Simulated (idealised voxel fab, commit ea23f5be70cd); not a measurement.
The document below concerns the process module designated voxel self aligned contacts.
Square cells of 5 nm make up the cross-section cut, whose width is 255 nm.
For the purposes of this document, a cross-section shall be understood as a grid of square cells, specified as bands listed in top-to-bottom order, each band consisting of one or more rows of cells.
Look at the band entry: it leads with the top's height and the bottom's height in nm. Then it lists the materials left to right, with a width in nm for each. The word "all across" on a single material says that material fills the band edge to edge. The word "blank" is empty space.
Beneath 0, the wafer as received is one material, and that level is where height counting begins. The lowest band goes on downward without a bottom; it is written like "0 -> down".
The notation "30->40" denotes a width that varies across the rows of cells in the band, beginning at the first number in the top row, finishing at the second number in the bottom row, and changing by an identical amount from each row to the next.
Step note "no modifications" = no cross-section cell changed.
In "Cavities, closed" the enclosed voids are listed, meaning empty spaces of 8 cells or larger without any opening to the top. The form is width x height at distance, distance from the left edge, units nm.
Anything after a step's settings on that line? It's the simulator's own note about the step.
The "overlay nm" setting may appear on a step's line; for a step that uses a mask, it gives how far to the right of its planned position the mask lay, and a negative value indicates the left.
**This section lists the process steps that were planned**
1,RECEIVE [material Si]
2,OXIDIZE [depth nm 5]
3,DIRECTIONAL_DEP [material polySi] [thk nm 25]
4,DIRECTIONAL_DEP [material SiN] [thk nm 20]
5,MASKED_ETCH [tone cover] [mask id GATE] [width nm 35] [pitch nm 70] [etch materials SiN] [depth nm 20] [overlay nm 0]
6,MASKED_ETCH [tone cover] [mask id GATE] [width nm 35] [pitch nm 70] [etch materials polySi] [depth nm 25] [overlay nm 0]
7,CONFORMAL_DEP [material SiN] [thk nm 5]
8,DIRECTIONAL_ETCH [etch materials SiN] [depth nm 5]
9,FILL_DEP [material SiO2] [thk nm 10]
10,CMP [height nm 50]
11,DIRECTIONAL_DEP [material aC] [thk nm 10]
12,PATTERN [tone open] [mask id CONTACT] [material resist] [width nm 45] [thk nm 30] [overlay nm 0]
13,DIRECTIONAL_ETCH [etch materials aC] [depth nm 10]
14,STRIP [etch materials resist]
15,DIRECTIONAL_ETCH [etch materials SiO2] [depth nm 55]
16,STRIP [etch materials aC]
17,CONFORMAL_DEP [material TiN] [thk nm 5]
18,FILL_DEP [material W] [thk nm 5]
19,CMP [height nm 50]
20,CONFORMAL_DEP [material SiCN] [thk nm 5]
**First of two wafers: run as planned**
**As-received wafer cross-section (after step 1)**
	0 -> down: Si all across
	Cavities, closed: none
**Step 2 complete: cross-section through the wafer**
	0 -> -5: SiO2 all across
	For the remainder of the cross-section, below -5, there is no change.
**Step 3 complete: cross-section through the wafer**
	25 -> 0: polySi all across
	For the remainder of the cross-section, below 0, there is no change.
**Step 4 complete: cross-section through the wafer**
	45 -> 25: SiN all across
	For the remainder of the cross-section, below 25, there is no change.
**Step 5 complete: cross-section through the wafer**
	45 -> 25: 75 nm blank; 35 nm SiN; 35 nm blank; 35 nm SiN; 75 nm blank
	For the remainder of the cross-section, below 25, there is no change.
**Step 6 complete: cross-section through the wafer**
	45 -> 25: 75 nm blank; 35 nm SiN; 35 nm blank; 35 nm SiN; 75 nm blank
	25 -> 0: 75 nm blank; 35 nm polySi; 35 nm blank; 35 nm polySi; 75 nm blank
	For the remainder of the cross-section, below 0, there is no change.
**Step 7 complete: cross-section through the wafer**
	50 -> 25: 70 nm blank; 45 nm SiN; 25 nm blank; 45 nm SiN; 70 nm blank
	25 -> 5: 70 nm blank; 5 nm SiN; 35 nm polySi; 5 nm SiN; 25 nm blank; 5 nm SiN; 35 nm polySi; 5 nm SiN; 70 nm blank
	5 -> 0: 75 nm SiN; 35 nm polySi; 35 nm SiN; 35 nm polySi; 75 nm SiN
	For the remainder of the cross-section, below 0, there is no change.
**Step 8 complete: cross-section through the wafer**
	45 -> 25: 70 nm blank; 45 nm SiN; 25 nm blank; 45 nm SiN; 70 nm blank
	25 -> 0: 70 nm blank; 5 nm SiN; 35 nm polySi; 5 nm SiN; 25 nm blank; 5 nm SiN; 35 nm polySi; 5 nm SiN; 70 nm blank
	For the remainder of the cross-section, below 0, there is no change.
**Step 9 complete: cross-section through the wafer**
	55 -> 45: SiO2 all across
	45 -> 25: 70 nm SiO2; 45 nm SiN; 25 nm SiO2; 45 nm SiN; 70 nm SiO2
	25 -> 0: 70 nm SiO2; 5 nm SiN; 35 nm polySi; 5 nm SiN; 25 nm SiO2; 5 nm SiN; 35 nm polySi; 5 nm SiN; 70 nm SiO2
	For the remainder of the cross-section, below 0, there is no change.
**Step 10 complete: cross-section through the wafer**
	50 -> 45: SiO2 all across
	For the remainder of the cross-section, below 45, there is no change.
**Step 11 complete: cross-section through the wafer**
	60 -> 50: aC all across
	For the remainder of the cross-section, below 50, there is no change.
**Step 12 complete: cross-section through the wafer**
	90 -> 60: 105 nm resist; 45 nm blank; 105 nm resist
	For the remainder of the cross-section, below 60, there is no change.
**Step 13 complete: cross-section through the wafer**
	80 -> 60: 105 nm resist; 45 nm blank; 105 nm resist
	60 -> 50: 105 nm aC; 45 nm blank; 105 nm aC
	For the remainder of the cross-section, below 50, there is no change.
**Step 14 complete: cross-section through the wafer**
	60 -> 50: 105 nm aC; 45 nm blank; 105 nm aC
	For the remainder of the cross-section, below 50, there is no change.
**Step 15 complete: cross-section through the wafer**
	60 -> 50: 105 nm aC; 45 nm blank; 105 nm aC
	50 -> 45: 105 nm SiO2; 45 nm blank; 105 nm SiO2
	45 -> 25: 70 nm SiO2; 45 nm SiN; 25 nm blank; 45 nm SiN; 70 nm SiO2
	25 -> 0: 70 nm SiO2; 5 nm SiN; 35 nm polySi; 5 nm SiN; 25 nm blank; 5 nm SiN; 35 nm polySi; 5 nm SiN; 70 nm SiO2
	0 -> -5: 115 nm SiO2; 25 nm blank; 115 nm SiO2
	For the remainder of the cross-section, below -5, there is no change.
**Step 16 complete: cross-section through the wafer**
	50 -> 45: 105 nm SiO2; 45 nm blank; 105 nm SiO2
	For the remainder of the cross-section, below 45, there is no change.
**Step 17 complete: cross-section through the wafer**
	55 -> 50: 110 nm TiN; 35 nm blank; 110 nm TiN
	50 -> 45: 105 nm SiO2; 15 nm TiN; 15 nm blank; 15 nm TiN; 105 nm SiO2
	45 -> 25: 70 nm SiO2; 45 nm SiN; 5 nm TiN; 15 nm blank; 5 nm TiN; 45 nm SiN; 70 nm SiO2
	25 -> 0: 70 nm SiO2; 5 nm SiN; 35 nm polySi; 5 nm SiN; 5 nm TiN; 15 nm blank; 5 nm TiN; 5 nm SiN; 35 nm polySi; 5 nm SiN; 70 nm SiO2
	0 -> -5: 115 nm SiO2; 25 nm TiN; 115 nm SiO2
	For the remainder of the cross-section, below -5, there is no change.
**Step 18 complete: cross-section through the wafer**
	60 -> 55: W all across
	55 -> 50: 110 nm TiN; 35 nm W; 110 nm TiN
	50 -> 45: 105 nm SiO2; 15 nm TiN; 15 nm W; 15 nm TiN; 105 nm SiO2
	45 -> 25: 70 nm SiO2; 45 nm SiN; 5 nm TiN; 15 nm W; 5 nm TiN; 45 nm SiN; 70 nm SiO2
	25 -> 0: 70 nm SiO2; 5 nm SiN; 35 nm polySi; 5 nm SiN; 5 nm TiN; 15 nm W; 5 nm TiN; 5 nm SiN; 35 nm polySi; 5 nm SiN; 70 nm SiO2
	For the remainder of the cross-section, below 0, there is no change.
**Step 19 complete: cross-section through the wafer**
	50 -> 45: 105 nm SiO2; 15 nm TiN; 15 nm W; 15 nm TiN; 105 nm SiO2
	For the remainder of the cross-section, below 45, there is no change.
**Step 20 complete: cross-section through the wafer**
	55 -> 50: SiCN all across
	For the remainder of the cross-section, below 50, there is no change.
**Second wafer. Start and plan as for the first. One mistake made in running. Agrees with the first up to and including step 1**
The second wafer in cross-section, at the planned close of step 2: no modifications
**The second wafer in cross-section, at the planned close of step 3**
	25 -> 0: polySi all across
	For the remainder of the cross-section, below 0, there is no change.
**The second wafer in cross-section, at the planned close of step 4**
	45 -> 25: SiN all across
	For the remainder of the cross-section, below 25, there is no change.
**The second wafer in cross-section, at the planned close of step 5**
	45 -> 25: 75 nm blank; 35 nm SiN; 35 nm blank; 35 nm SiN; 75 nm blank
	For the remainder of the cross-section, below 25, there is no change.
**The second wafer in cross-section, at the planned close of step 6**
	45 -> 25: 75 nm blank; 35 nm SiN; 35 nm blank; 35 nm SiN; 75 nm blank
	25 -> 0: 75 nm blank; 35 nm polySi; 35 nm blank; 35 nm polySi; 75 nm blank
	For the remainder of the cross-section, below 0, there is no change.
**The second wafer in cross-section, at the planned close of step 7**
	50 -> 25: 70 nm blank; 45 nm SiN; 25 nm blank; 45 nm SiN; 70 nm blank
	25 -> 5: 70 nm blank; 5 nm SiN; 35 nm polySi; 5 nm SiN; 25 nm blank; 5 nm SiN; 35 nm polySi; 5 nm SiN; 70 nm blank
	5 -> 0: 75 nm SiN; 35 nm polySi; 35 nm SiN; 35 nm polySi; 75 nm SiN
	For the remainder of the cross-section, below 0, there is no change.
**The second wafer in cross-section, at the planned close of step 8**
	45 -> 25: 70 nm blank; 45 nm SiN; 25 nm blank; 45 nm SiN; 70 nm blank
	25 -> 0: 70 nm blank; 5 nm SiN; 35 nm polySi; 5 nm SiN; 25 nm blank; 5 nm SiN; 35 nm polySi; 5 nm SiN; 70 nm blank
	For the remainder of the cross-section, below 0, there is no change.
**The second wafer in cross-section, at the planned close of step 9**
	55 -> 45: SiO2 all across
	45 -> 25: 70 nm SiO2; 45 nm SiN; 25 nm SiO2; 45 nm SiN; 70 nm SiO2
	25 -> 0: 70 nm SiO2; 5 nm SiN; 35 nm polySi; 5 nm SiN; 25 nm SiO2; 5 nm SiN; 35 nm polySi; 5 nm SiN; 70 nm SiO2
	For the remainder of the cross-section, below 0, there is no change.
**The second wafer in cross-section, at the planned close of step 10**
	50 -> 45: SiO2 all across
	For the remainder of the cross-section, below 45, there is no change.
**The second wafer in cross-section, at the planned close of step 11**
	60 -> 50: aC all across
	For the remainder of the cross-section, below 50, there is no change.
**The second wafer in cross-section, at the planned close of step 12**
	90 -> 60: 105 nm resist; 45 nm blank; 105 nm resist
	For the remainder of the cross-section, below 60, there is no change.
**The second wafer in cross-section, at the planned close of step 13**
	80 -> 60: 105 nm resist; 45 nm blank; 105 nm resist
	60 -> 50: 105 nm aC; 45 nm blank; 105 nm aC
	For the remainder of the cross-section, below 50, there is no change.
**The second wafer in cross-section, at the planned close of step 14**
	60 -> 50: 105 nm aC; 45 nm blank; 105 nm aC
	For the remainder of the cross-section, below 50, there is no change.
**The second wafer in cross-section, at the planned close of step 15**
	60 -> 50: 105 nm aC; 45 nm blank; 105 nm aC
	50 -> 45: 105 nm SiO2; 45 nm blank; 105 nm SiO2
	45 -> 25: 70 nm SiO2; 45 nm SiN; 25 nm blank; 45 nm SiN; 70 nm SiO2
	25 -> 0: 70 nm SiO2; 5 nm SiN; 35 nm polySi; 5 nm SiN; 25 nm blank; 5 nm SiN; 35 nm polySi; 5 nm SiN; 70 nm SiO2
	For the remainder of the cross-section, below 0, there is no change.
**The second wafer in cross-section, at the planned close of step 16**
	50 -> 45: 105 nm SiO2; 45 nm blank; 105 nm SiO2
	For the remainder of the cross-section, below 45, there is no change.
**The second wafer in cross-section, at the planned close of step 17**
	55 -> 50: 110 nm TiN; 35 nm blank; 110 nm TiN
	50 -> 45: 105 nm SiO2; 15 nm TiN; 15 nm blank; 15 nm TiN; 105 nm SiO2
	45 -> 25: 70 nm SiO2; 45 nm SiN; 5 nm TiN; 15 nm blank; 5 nm TiN; 45 nm SiN; 70 nm SiO2
	25 -> 5: 70 nm SiO2; 5 nm SiN; 35 nm polySi; 5 nm SiN; 5 nm TiN; 15 nm blank; 5 nm TiN; 5 nm SiN; 35 nm polySi; 5 nm SiN; 70 nm SiO2
	5 -> 0: 70 nm SiO2; 5 nm SiN; 35 nm polySi; 5 nm SiN; 25 nm TiN; 5 nm SiN; 35 nm polySi; 5 nm SiN; 70 nm SiO2
	For the remainder of the cross-section, below 0, there is no change.
**The second wafer in cross-section, at the planned close of step 18**
	60 -> 55: W all across
	55 -> 50: 110 nm TiN; 35 nm W; 110 nm TiN
	50 -> 45: 105 nm SiO2; 15 nm TiN; 15 nm W; 15 nm TiN; 105 nm SiO2
	45 -> 25: 70 nm SiO2; 45 nm SiN; 5 nm TiN; 15 nm W; 5 nm TiN; 45 nm SiN; 70 nm SiO2
	25 -> 5: 70 nm SiO2; 5 nm SiN; 35 nm polySi; 5 nm SiN; 5 nm TiN; 15 nm W; 5 nm TiN; 5 nm SiN; 35 nm polySi; 5 nm SiN; 70 nm SiO2
	For the remainder of the cross-section, below 5, there is no change.
**The second wafer in cross-section, at the planned close of step 19**
	50 -> 45: 105 nm SiO2; 15 nm TiN; 15 nm W; 15 nm TiN; 105 nm SiO2
	For the remainder of the cross-section, below 45, there is no change.
**The second wafer in cross-section, at the planned close of step 20**
	55 -> 50: SiCN all across
	For the remainder of the cross-section, below 50, there is no change.
Processing error: no execution of plan step 2; skipped
End check, counted in cells, second wafer has more or fewer of these materials than the first: Si: 51 more, SiO2: 46 fewer, TiN: 2 fewer, W: 3 fewer
